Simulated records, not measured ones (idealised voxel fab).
The following process module bears the name voxel gate over fins.
Square cell edge 5 nm, section width 260 nm, ID cut.
We lay out every cross-section as a grid of square cells and spell it out in bands from the top down, where one band means one or more rows of cells.
Per band: top height and bottom height in nm, followed by the left-to-right materials and their widths in nm; "throughout" marks a single material spanning edge to edge, "blank" marks empty space.
Basically, 0 is our baseline, since under it the wafer straight out of the box is all one material. The bottom band has no lower end and keeps on going down, so it looks like "from 0 down".
Top row gets the first number, bottom row gets the second, and each row in between changes by the same step: that is how a band width like "30->40" works.
It should be understood that the words "all unchanged", when stated for a given step, signify that the cross-section underwent no change in any of its cells during that step.
Entry "Enclosed cavity list" = empty spaces >= 8 cells with no open way to the top; each as width x height at distance, distance from left edge, all nm.
What comes after the settings on a step's line is commentary from the simulator itself on that step.
A step line may carry the setting "overlay nm", which, for steps involving a mask, states the distance by which the mask lay to the right of its intended position; negative values denote displacement to the left.
## The steps planned for the process are as follows
| 1 | op RECEIVE | material Si |
| 2 | op CONFORMAL_DEP | material SiN | thk nm 5 |
| 3 | op DIRECTIONAL_DEP | material aC | thk nm 15 |
| 4 | op PATTERN | tone cover | mask id FINS | material resist | width nm 15 | pitch nm 40 | thk nm 30 | overlay nm 0 |
| 5 | op DIRECTIONAL_ETCH | etch materials aC | depth nm 15 |
| 6 | op STRIP | etch materials resist |
| 7 | op DIRECTIONAL_ETCH | etch materials SiN | depth nm 5 |
| 8 | op DIRECTIONAL_ETCH | etch materials Si | depth nm 35 |
| 9 | op STRIP | etch materials aC |
| 10 | op OXIDIZE | depth nm 5 |
| 11 | op FILL_DEP | material SiO2 | thk nm 10 |
| 12 | op CMP | height nm 5 |
| 13 | op SELECTIVE_ETCH | etch materials SiO2 | depth nm 15 |
| 14 | op STRIP | etch materials SiN |
| 15 | op CONFORMAL_DEP | material HfO2 | thk nm 5 |
| 16 | op CONFORMAL_DEP | material TiN | thk nm 5 |
| 17 | op FILL_DEP | material W | thk nm 15 |
| 18 | op CMP | height nm 20 |
| 19 | op CONFORMAL_DEP | material SiCN | thk nm 10 |
## Cross-section, incoming material, after step 1
- from 0 down  Si throughout
- Enclosed cavity list: none
## Starting wafer: above. Plan: above. Run: one mistake. Cross-section after the module: below
- from 30 to 20  SiCN throughout
- from 20 to 10  W throughout
- from 10 to 5  W 55 nm / TiN 25 nm / W 15 nm / TiN 25 nm / W 15 nm / TiN 25 nm / W 15 nm / TiN 25 nm / W 60 nm
- from 5 to 0  W 55 nm / TiN 5 nm / HfO2 15 nm / TiN 5 nm / W 15 nm / TiN 5 nm / HfO2 15 nm / TiN 5 nm / W 15 nm / TiN 5 nm / HfO2 15 nm / TiN 5 nm / W 15 nm / TiN 5 nm / HfO2 15 nm / TiN 5 nm / W 60 nm
- from 0 to -15  W 55 nm / TiN 5 nm / HfO2 5 nm / Si 5 nm / HfO2 5 nm / TiN 5 nm / W 15 nm / TiN 5 nm / HfO2 5 nm / Si 5 nm / HfO2 5 nm / TiN 5 nm / W 15 nm / TiN 5 nm / HfO2 5 nm / Si 5 nm / HfO2 5 nm / TiN 5 nm / W 15 nm / TiN 5 nm / HfO2 5 nm / Si 5 nm / HfO2 5 nm / TiN 5 nm / W 60 nm
- from -15 to -20  TiN 60 nm / HfO2 5 nm / Si 5 nm / HfO2 5 nm / TiN 25 nm / HfO2 5 nm / Si 5 nm / HfO2 5 nm / TiN 25 nm / HfO2 5 nm / Si 5 nm / HfO2 5 nm / TiN 25 nm / HfO2 5 nm / Si 5 nm / HfO2 5 nm / TiN 65 nm
- from -20 to -25  HfO2 65 nm / Si 5 nm / HfO2 35 nm / Si 5 nm / HfO2 35 nm / Si 5 nm / HfO2 35 nm / Si 5 nm / HfO2 70 nm
- from -25 to -40  SiO2 65 nm / Si 5 nm / SiO2 35 nm / Si 5 nm / SiO2 35 nm / Si 5 nm / SiO2 35 nm / Si 5 nm / SiO2 70 nm
- from -40 down  Si throughout
- Enclosed cavity list: none
Finding, execution versus plan: heads up, step 13 of the plan got done twice
